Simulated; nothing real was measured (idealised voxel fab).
The document below concerns the process module designated voxel tone inversion.
In the cross-section labelled cut, the width is 145 nm and each square cell is 5 nm.
Cross-section format: a grid of square cells, given as bands from top to bottom; each band is one or more rows of cells.
For a band, the entry starts with two heights in nm, that of the top and then that of the bottom, and carries on with the band's materials in order from left to right, each alongside its width in nm; the word "everywhere" beside a single material means it fills the band edge to edge, and "blank" means empty space.
Heights are measured from 0, the level below which the as-received wafer is all one material; the lowest band has no bottom and continues downward, written as in "0 -> down".
When a width is written as two numbers, as in "30..40", the first number is the width in the top row of cells of the band and the second is the width in its bottom row, and the width changes by the same amount from each row to the next.
"nothing changed" for a step: no cell of the cross-section changed in that step.
In the "Enclosed cavity list" entry, you get each enclosed empty space of 8 cells or more, one with no open way to the top, written width x height at distance, distance from the left edge, in nm.
after a step's settings: what the simulator itself notes on the step
overlay nm, on a step with a mask: how far to the right of its planned place the mask lay; to the left if negative
The process steps that were planned are listed below:
- 1: RECEIVE: material Si
- 2: CONFORMAL_DEP: material SiCN, thk nm 10
- 3: DIRECTIONAL_DEP: material aC, thk nm 25
- 4: PATTERN: tone cover, mask id POSTS, material resist, width nm 25, pitch nm 40, thk nm 30, overlay nm 0
- 5: DIRECTIONAL_ETCH: etch materials aC, depth nm 25
- 6: STRIP: etch materials resist
- 7: FILL_DEP: material SiO2, thk nm 5
- 8: CMP: height nm 35
- 9: STRIP: etch materials aC
- 10: CONFORMAL_DEP: material TiN, thk nm 5
- 11: FILL_DEP: material Ru, thk nm 5
- 12: CMP: height nm 35
- 13: CONFORMAL_DEP: material SiCN, thk nm 5
Wafer at receipt (post step 1), cross-section:
0 -> down | Si everywhere
Enclosed cavity list: none
The module was run from the start shown above using the plan shown above, but one mistake was made doing it; the resulting wafer cross-section is below:
40 -> 35 | TiN everywhere
35 -> 15 | 40 nm SiO2 / 5 nm TiN / 15 nm Ru / 5 nm TiN / 15 nm SiO2 / 5 nm TiN / 15 nm Ru / 5 nm TiN / 40 nm SiO2
15 -> 10 | 40 nm SiO2 / 25 nm TiN / 15 nm SiO2 / 25 nm TiN / 40 nm SiO2
10 -> 0 | SiCN everywhere
0 -> down | Si everywhere
Enclosed cavity list: none
It is concluded that the wafer was processed incorrectly with respect to the plan, in that step 13 off recipe, ran as CONFORMAL_DEP: material TiN, thk nm 5
